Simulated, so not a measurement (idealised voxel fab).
Process module heading - voxel plated lines
Section cut is 270 nm wide and gridded with 5 nm square cells.
In what follows, cross-sections appear as grids of square cells, described through bands that run from the top down, where every band is one or more rows of cells. Heights first: top, then bottom, in nm. Then materials, left to right, each with a width in nm. "throughout" on a single material: fills the band edge to edge. "blank": empty space. Zero point of the height axis is 0; under it, received wafer = one material. Lowest band: continues down indefinitely, "0 down". A width given as "30 to 40" starts at the first number in the band's top row and ends at the second number in its bottom row, shifting by an equal amount at every step from row to row. Basically "no change occurred" means that step didn't change any cell in the cross-section. You'll see "Voids, fully enclosed" listing empty spaces that have no way open to the top, as long as they're 8 cells or more; the notation is width x height at distance, where the distance is from the left edge, and all of it is in nm. Read whatever lies past the settings on a step's line as the simulator's own remark about the step. overlay nm: mask offset rightward from planned place, masked step; negative means leftward offset.

## Set out below are the planned steps of the process
1: op RECEIVE | material Si
2: op CONFORMAL_DEP | material Al2O3 | thk nm 5
3: op DIRECTIONAL_DEP | material TiN | thk nm 5
4: op PATTERN | tone open | mask id LINES | material resist | width nm 15 | pitch nm 35 | thk nm 30 | overlay nm 0
5: op EPI | material Ru | thk nm 10
6: op EPI | material Ru | thk nm 5
7: op STRIP | etch materials resist
8: op DIRECTIONAL_ETCH | etch materials TiN | depth nm 5
9: op CONFORMAL_DEP | material SiO2 | thk nm 5
The value of thk nm given for step 2 in the plan refers to the first wafer; the wafers vary in this setting and are alike at the start.

## Here's the first of the wafers in cross-section, just as we got it, i.e. after step 1
- 0 down | Si throughout
- Voids, fully enclosed: none

## After the module's final step, step 9: the first of several wafers in cross-section
- 30 to 25 | 105 blank | 25 SiO2 | 10 blank | 25 SiO2 | 105 blank
- 25 to 10 | 105 blank | 5 SiO2 | 15 Ru | 5 SiO2 | 10 blank | 5 SiO2 | 15 Ru | 5 SiO2 | 105 blank
- 10 to 5 | 110 SiO2 | 15 TiN | 20 SiO2 | 15 TiN | 110 SiO2
- 5 to 0 | Al2O3 throughout
- 0 down | Si throughout
- Voids, fully enclosed: none

## Here we cross-sectioned the last of the wafers once the module was done
- 55 to 50 | 105 blank | 25 SiO2 | 10 blank | 25 SiO2 | 105 blank
- 50 to 35 | 105 blank | 5 SiO2 | 15 Ru | 5 SiO2 | 10 blank | 5 SiO2 | 15 Ru | 5 SiO2 | 105 blank
- 35 to 30 | 110 SiO2 | 15 TiN | 20 SiO2 | 15 TiN | 110 SiO2
- 30 to 0 | Al2O3 throughout
- 0 down | Si throughout
- Voids, fully enclosed: none

## Below is a per-wafer table. In it, each row describes the wafer at the end of the module by giving, for each material, the number of cells gained (+) or lost (-) since the wafer was received, and after that the closed voids of the wafer
thk nm 5, +54 Al2O3, +18 Ru, +70 SiO2, +6 TiN, Voids, fully enclosed: none
thk nm 10, +108 Al2O3, +18 Ru, +70 SiO2, +6 TiN, Voids, fully enclosed: none
thk nm 15, +162 Al2O3, +18 Ru, +70 SiO2, +6 TiN, Voids, fully enclosed: none
thk nm 20, +216 Al2O3, +18 Ru, +70 SiO2, +6 TiN, Voids, fully enclosed: none
thk nm 25, +270 Al2O3, +18 Ru, +70 SiO2, +6 TiN, Voids, fully enclosed: none
thk nm 30, +324 Al2O3, +18 Ru, +70 SiO2, +6 TiN, Voids, fully enclosed: none
